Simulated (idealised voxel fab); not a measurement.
voxel lift off: a process module
Shown is cross-section cut, with a width of 175 nm and square cells of size 5 nm.
If you're reading a cross-section in this doc, picture square cells in a grid; it comes to you as bands, top ones listed first down to the bottom, and a band can be one or more rows of cells.
In this notation a band is specified by the heights of its top and bottom, in that order and in nm, after which its materials appear from left to right, each paired with its width in nm. The word "throughout" attached to a single material means that material fills the band from edge to edge; the word "blank" stands for empty space.
Measure heights from 0. That's the level where, below it, the as-received wafer is all one material. The lowest band is bottomless and extends downward; write it as in "0..down".
Read "30->40" as a graded width: first number on top, second number at the bottom, same change between each pair of neighbouring rows.
"nothing changed" after a step means that no cell of the cross-section changed.
You'll see "Sealed void listing" listing empty spaces that have no way open to the top, as long as they're 8 cells or more; the notation is width x height at distance, where the distance is from the left edge, and all of it is in nm.
Anything after a step's settings on that line? It's the simulator's own note about the step.
"overlay nm" answers the question of how far to the right of plan the mask lay on a step that has a mask, and when it is negative the answer is to the left.

These are the steps we planned for the process:
| 1 | RECEIVE (material Si) |
| 2 | CONFORMAL_DEP (material SiO2; thk nm 5) |
| 3 | PATTERN (tone open; mask id LINES; material resist; width nm 15; pitch nm 40; thk nm 20; overlay nm 0) |
| 4 | DIRECTIONAL_DEP (material Ru; thk nm 5) |
| 5 | STRIP (etch materials resist) |
| 6 | CONFORMAL_DEP (material SiO2; thk nm 10) |

Incoming wafer, cross-sectional view, post step 1:
	0..down | Si throughout
	Sealed void listing: none

One mistake in running the module, otherwise start and plan as above: cross-section at the end:
	20..15 | blank (10) / SiO2 (35) / blank (5) / SiO2 (35) / blank (5) / SiO2 (35) / blank (5) / SiO2 (35) / blank (10)
	15..0 | SiO2 throughout
	0..down | Si throughout
	Sealed void listing: none
Here's what went sideways: step 4, actual vs plan mismatch, actual run DIRECTIONAL_DEP (material SiO2; thk nm 5)
